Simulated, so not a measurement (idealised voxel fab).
process module | voxel transistor to metal
cross-section cut | 145 nm wide | cells 5 nm
A cross-section is a grid of square cells, given in bands from the top down. A band is one or more rows of cells.
Each band's line starts with the height of the band's top and of its bottom, in nm. Then come its materials from left to right, each with its width in nm. One material with "throughout" fills the band from edge to edge. "air" is empty space.
Height 0 is the level under which the wafer as received is all one material. The lowest band goes on downwards, as in "0 down".
A width such as "30 to 40" changes by the same amount from each row of cells to the next, from the band's top row to its bottom row.
"no change" after a step means that no cell of the cross-section changed.
closed voids: empty space of 8 cells or more with no open way to the top, each as width x height at its distance from the left edge, in nm
after a step's settings: what the simulator itself notes on the step
overlay nm, on a step with a mask: how far to the right of its planned place the mask lay; to the left if negative
plan
1 op RECEIVE | material Si
2 op OXIDIZE | depth nm 5
3 op CONFORMAL_DEP | material SiN | thk nm 10
4 op MASKED_ETCH | tone cover | mask id ACTIVE | width nm 95 | etch materials SiN | depth nm 10 | overlay nm 0
5 op MASKED_ETCH | tone cover | mask id ACTIVE | width nm 95 | etch materials SiO2 | depth nm 5 | overlay nm 0
6 op MASKED_ETCH | tone cover | mask id ACTIVE | width nm 95 | etch materials Si | depth nm 20 | overlay nm 0
7 op FILL_DEP | material SiO2 | thk nm 10
8 op CMP | height nm 10
9 op SELECTIVE_ETCH | etch materials SiO2 | depth nm 5
10 op STRIP | etch materials SiN
11 op SELECTIVE_ETCH | etch materials SiO2 | depth nm 5
12 op OXIDIZE | depth nm 5
13 op DIRECTIONAL_DEP | material polySi | thk nm 25
14 op DIRECTIONAL_DEP | material SiCN | thk nm 10
15 op MASKED_ETCH | tone cover | mask id GATE | width nm 25 | etch materials SiCN | depth nm 20 | overlay nm 0
16 op MASKED_ETCH | tone cover | mask id GATE | width nm 25 | etch materials polySi | depth nm 35 | overlay nm 0
17 op CONFORMAL_DEP | material SiN | thk nm 10
18 op DIRECTIONAL_ETCH | etch materials SiN | depth nm 10
19 op DIRECTIONAL_ETCH | etch materials SiO2 | depth nm 5
20 op DIRECTIONAL_ETCH | etch materials Si | depth nm 15
21 op EPI | material SiGe | thk nm 20
22 op FILL_DEP | material SiO2 | thk nm 10
23 op CMP | height nm 30
24 op DIRECTIONAL_DEP | material SiO2 | thk nm 15
25 op DIRECTIONAL_DEP | material aC | thk nm 15
26 op PATTERN | tone open | mask id CONTACT | material resist | width nm 25 | pitch nm 60 | thk nm 30 | overlay nm 0
27 op DIRECTIONAL_ETCH | etch materials aC | depth nm 15
28 op STRIP | etch materials resist
29 op DIRECTIONAL_ETCH | etch materials SiO2 | depth nm 35
30 op STRIP | etch materials aC
31 op CONFORMAL_DEP | material TiN | thk nm 5
32 op FILL_DEP | material Ru | thk nm 5
33 op CMP | height nm 45
34 op CONFORMAL_DEP | material SiN | thk nm 5
35 op DIRECTIONAL_DEP | material SiO2 | thk nm 20
36 op PATTERN | tone open | mask id METAL_1 | material resist | width nm 15 | pitch nm 70 | thk nm 15 | overlay nm 0
37 op DIRECTIONAL_ETCH | etch materials SiO2 | depth nm 20
38 op DIRECTIONAL_ETCH | etch materials SiN | depth nm 5
39 op STRIP | etch materials resist
40 op CONFORMAL_DEP | material TiN | thk nm 5
41 op FILL_DEP | material W | thk nm 5
42 op CMP | height nm 70
43 op CONFORMAL_DEP | material SiCN | thk nm 5
first wafer, as planned
as received, after step 1
  0 down: Si throughout
  closed voids: none
after step 2
  0 to -5: SiO2 throughout
  below -5: unchanged
after step 3
  10 to 0: SiN throughout
  below 0: unchanged
after step 4
  10 to 0: air 25 | SiN 95 | air 25
  below 0: unchanged
after step 5
  10 to 0: air 25 | SiN 95 | air 25
  0 to -5: air 25 | SiO2 95 | air 25
  below -5: unchanged
after step 6
  10 to 0: air 25 | SiN 95 | air 25
  0 to -5: air 25 | SiO2 95 | air 25
  -5 to -25: air 25 | Si 95 | air 25
  below -25: unchanged
after step 7
  20 to 10: SiO2 throughout
  10 to 0: SiO2 25 | SiN 95 | SiO2 25
  0 to -5: SiO2 throughout
  -5 to -25: SiO2 25 | Si 95 | SiO2 25
  below -25: unchanged
after step 8
  10 to 0: SiO2 25 | SiN 95 | SiO2 25
  below 0: unchanged
after step 9
  10 to 5: air 25 | SiN 95 | air 25
  below 5: unchanged
after step 10
  5 to 0: SiO2 25 | air 95 | SiO2 25
  below 0: unchanged
after step 11
  0 to -5: SiO2 20 | air 105 | SiO2 20
  below -5: unchanged
after step 12
  0 to -5: SiO2 20 | air 105 | SiO2 20
  -5 to -10: SiO2 throughout
  below -10: unchanged
after step 13
  25 to 20: polySi 20 | air 105 | polySi 20
  20 to 0: polySi throughout
  0 to -5: SiO2 20 | polySi 105 | SiO2 20
  below -5: unchanged
after step 14
  35 to 30: SiCN 20 | air 105 | SiCN 20
  30 to 25: SiCN throughout
  25 to 20: polySi 20 | SiCN 105 | polySi 20
  below 20: unchanged
after step 15
  30 to 25: air 60 | SiCN 25 | air 60
  25 to 20: polySi 20 | air 40 | SiCN 25 | air 40 | polySi 20
  below 20: unchanged
after step 16
  30 to 20: air 60 | SiCN 25 | air 60
  20 to 0: air 60 | polySi 25 | air 60
  0 to -5: SiO2 20 | air 40 | polySi 25 | air 40 | SiO2 20
  below -5: unchanged
after step 17
  40 to 30: air 50 | SiN 45 | air 50
  30 to 20: air 50 | SiN 10 | SiCN 25 | SiN 10 | air 50
  20 to 10: air 50 | SiN 10 | polySi 25 | SiN 10 | air 50
  10 to 5: SiN 30 | air 20 | SiN 10 | polySi 25 | SiN 10 | air 20 | SiN 30
  5 to 0: SiN 60 | polySi 25 | SiN 60
  0 to -5: SiO2 20 | SiN 40 | polySi 25 | SiN 40 | SiO2 20
  below -5: unchanged
after step 18
  30 to 20: air 50 | SiN 10 | SiCN 25 | SiN 10 | air 50
  20 to 0: air 50 | SiN 10 | polySi 25 | SiN 10 | air 50
  0 to -5: SiO2 20 | SiN 10 | air 20 | SiN 10 | polySi 25 | SiN 10 | air 20 | SiN 10 | SiO2 20
  below -5: unchanged
after step 19
  30 to 20: air 50 | SiN 10 | SiCN 25 | SiN 10 | air 50
  20 to 0: air 50 | SiN 10 | polySi 25 | SiN 10 | air 50
  0 to -5: air 20 | SiN 10 | air 20 | SiN 10 | polySi 25 | SiN 10 | air 20 | SiN 10 | air 20
  -5 to -10: SiO2 30 | air 20 | SiO2 45 | air 20 | SiO2 30
  below -10: unchanged
after step 20
  30 to 20: air 50 | SiN 10 | SiCN 25 | SiN 10 | air 50
  20 to 0: air 50 | SiN 10 | polySi 25 | SiN 10 | air 50
  0 to -5: air 20 | SiN 10 | air 20 | SiN 10 | polySi 25 | SiN 10 | air 20 | SiN 10 | air 20
  -5 to -10: SiO2 30 | air 20 | SiO2 45 | air 20 | SiO2 30
  -10 to -25: SiO2 25 | Si 5 | air 20 | Si 45 | air 20 | Si 5 | SiO2 25
  below -25: unchanged
after step 21
  30 to 20: air 50 | SiN 10 | SiCN 25 | SiN 10 | air 50
  20 to 10: air 50 | SiN 10 | polySi 25 | SiN 10 | air 50
  10 to 0: air 20 | SiGe 30 | SiN 10 | polySi 25 | SiN 10 | SiGe 30 | air 20
  0 to -5: air 20 | SiN 10 | SiGe 20 | SiN 10 | polySi 25 | SiN 10 | SiGe 20 | SiN 10 | air 20
  -5 to -10: SiO2 30 | SiGe 20 | SiO2 45 | SiGe 20 | SiO2 30
  -10 to -25: SiO2 25 | Si 5 | SiGe 20 | Si 45 | SiGe 20 | Si 5 | SiO2 25
  below -25: unchanged
after step 22
  40 to 30: SiO2 throughout
  30 to 20: SiO2 50 | SiN 10 | SiCN 25 | SiN 10 | SiO2 50
  20 to 10: SiO2 50 | SiN 10 | polySi 25 | SiN 10 | SiO2 50
  10 to 0: SiO2 20 | SiGe 30 | SiN 10 | polySi 25 | SiN 10 | SiGe 30 | SiO2 20
  0 to -5: SiO2 20 | SiN 10 | SiGe 20 | SiN 10 | polySi 25 | SiN 10 | SiGe 20 | SiN 10 | SiO2 20
  below -5: unchanged
after step 23
  30 to 20: SiO2 50 | SiN 10 | SiCN 25 | SiN 10 | SiO2 50
  below 20: unchanged
after step 24
  45 to 30: SiO2 throughout
  below 30: unchanged
after step 25
  60 to 45: aC throughout
  below 45: unchanged
after step 26
  90 to 60: resist 30 | air 25 | resist 35 | air 25 | resist 30
  below 60: unchanged
after step 27
  75 to 60: resist 30 | air 25 | resist 35 | air 25 | resist 30
  60 to 45: aC 30 | air 25 | aC 35 | air 25 | aC 30
  below 45: unchanged
after step 28
  60 to 45: aC 30 | air 25 | aC 35 | air 25 | aC 30
  below 45: unchanged
after step 29
  60 to 45: aC 30 | air 25 | aC 35 | air 25 | aC 30
  45 to 30: SiO2 30 | air 25 | SiO2 35 | air 25 | SiO2 30
  30 to 20: SiO2 30 | air 20 | SiN 10 | SiCN 25 | SiN 10 | air 20 | SiO2 30
  20 to 10: SiO2 30 | air 20 | SiN 10 | polySi 25 | SiN 10 | air 20 | SiO2 30
  below 10: unchanged
after step 30
  45 to 30: SiO2 30 | air 25 | SiO2 35 | air 25 | SiO2 30
  below 30: unchanged
after step 31
  50 to 45: TiN 35 | air 15 | TiN 45 | air 15 | TiN 35
  45 to 35: SiO2 30 | TiN 5 | air 15 | TiN 5 | SiO2 35 | TiN 5 | air 15 | TiN 5 | SiO2 30
  35 to 30: SiO2 30 | TiN 5 | air 10 | TiN 10 | SiO2 35 | TiN 10 | air 10 | TiN 5 | SiO2 30
  30 to 20: SiO2 30 | TiN 5 | air 10 | TiN 5 | SiN 10 | SiCN 25 | SiN 10 | TiN 5 | air 10 | TiN 5 | SiO2 30
  20 to 15: SiO2 30 | TiN 5 | air 10 | TiN 5 | SiN 10 | polySi 25 | SiN 10 | TiN 5 | air 10 | TiN 5 | SiO2 30
  15 to 10: SiO2 30 | TiN 20 | SiN 10 | polySi 25 | SiN 10 | TiN 20 | SiO2 30
  below 10: unchanged
after step 32
  55 to 50: Ru throughout
  50 to 45: TiN 35 | Ru 15 | TiN 45 | Ru 15 | TiN 35
  45 to 35: SiO2 30 | TiN 5 | Ru 15 | TiN 5 | SiO2 35 | TiN 5 | Ru 15 | TiN 5 | SiO2 30
  35 to 30: SiO2 30 | TiN 5 | Ru 10 | TiN 10 | SiO2 35 | TiN 10 | Ru 10 | TiN 5 | SiO2 30
  30 to 20: SiO2 30 | TiN 5 | Ru 10 | TiN 5 | SiN 10 | SiCN 25 | SiN 10 | TiN 5 | Ru 10 | TiN 5 | SiO2 30
  20 to 15: SiO2 30 | TiN 5 | Ru 10 | TiN 5 | SiN 10 | polySi 25 | SiN 10 | TiN 5 | Ru 10 | TiN 5 | SiO2 30
  below 15: unchanged
after step 33
  45 to 35: SiO2 30 | TiN 5 | Ru 15 | TiN 5 | SiO2 35 | TiN 5 | Ru 15 | TiN 5 | SiO2 30
  below 35: unchanged
after step 34
  50 to 45: SiN throughout
  below 45: unchanged
after step 35
  70 to 50: SiO2 throughout
  below 50: unchanged
after step 36
  85 to 70: resist 30 | air 15 | resist 55 | air 15 | resist 30
  below 70: unchanged
after step 37
  85 to 70: resist 30 | air 15 | resist 55 | air 15 | resist 30
  70 to 50: SiO2 30 | air 15 | SiO2 55 | air 15 | SiO2 30
  below 50: unchanged
after step 38
  85 to 70: resist 30 | air 15 | resist 55 | air 15 | resist 30
  70 to 50: SiO2 30 | air 15 | SiO2 55 | air 15 | SiO2 30
  50 to 45: SiN 30 | air 15 | SiN 55 | air 15 | SiN 30
  below 45: unchanged
after step 39
  70 to 50: SiO2 30 | air 15 | SiO2 55 | air 15 | SiO2 30
  below 50: unchanged
after step 40
  75 to 70: TiN 35 | air 5 | TiN 65 | air 5 | TiN 35
  70 to 50: SiO2 30 | TiN 5 | air 5 | TiN 5 | SiO2 55 | TiN 5 | air 5 | TiN 5 | SiO2 30
  50 to 45: SiN 30 | TiN 15 | SiN 55 | TiN 15 | SiN 30
  below 45: unchanged
after step 41
  80 to 75: W throughout
  75 to 70: TiN 35 | W 5 | TiN 65 | W 5 | TiN 35
  70 to 50: SiO2 30 | TiN 5 | W 5 | TiN 5 | SiO2 55 | TiN 5 | W 5 | TiN 5 | SiO2 30
  below 50: unchanged
after step 42
  70 to 50: SiO2 30 | TiN 5 | W 5 | TiN 5 | SiO2 55 | TiN 5 | W 5 | TiN 5 | SiO2 30
  below 50: unchanged
after step 43
  75 to 70: SiCN throughout
  below 70: unchanged
second wafer: like start, like plan, one mistake. Through step 33 it matches the first wafer
when step 34 should have ended
  65 to 45: SiO2 throughout
  below 45: unchanged
when step 35 should have ended
  70 to 65: SiN throughout
  below 65: unchanged
when step 36 should have ended
  85 to 70: resist 30 | air 15 | resist 55 | air 15 | resist 30
  below 70: unchanged
when step 37 should have ended: no change
when step 38 should have ended
  85 to 70: resist 30 | air 15 | resist 55 | air 15 | resist 30
  70 to 65: SiN 30 | air 15 | SiN 55 | air 15 | SiN 30
  below 65: unchanged
when step 39 should have ended
  70 to 65: SiN 30 | air 15 | SiN 55 | air 15 | SiN 30
  below 65: unchanged
when step 40 should have ended
  75 to 70: TiN 35 | air 5 | TiN 65 | air 5 | TiN 35
  70 to 65: SiN 30 | TiN 15 | SiN 55 | TiN 15 | SiN 30
  below 65: unchanged
when step 41 should have ended
  80 to 75: W throughout
  75 to 70: TiN 35 | W 5 | TiN 65 | W 5 | TiN 35
  below 70: unchanged
when step 42 should have ended
  70 to 65: SiN 30 | TiN 15 | SiN 55 | TiN 15 | SiN 30
  below 65: unchanged
when step 43 should have ended
  75 to 70: SiCN throughout
  below 70: unchanged
what went wrong: steps 34 and 35 were swapped
at the end the second wafer has, in cells: 24 more of SiO2 | 16 fewer of TiN | 8 fewer of W
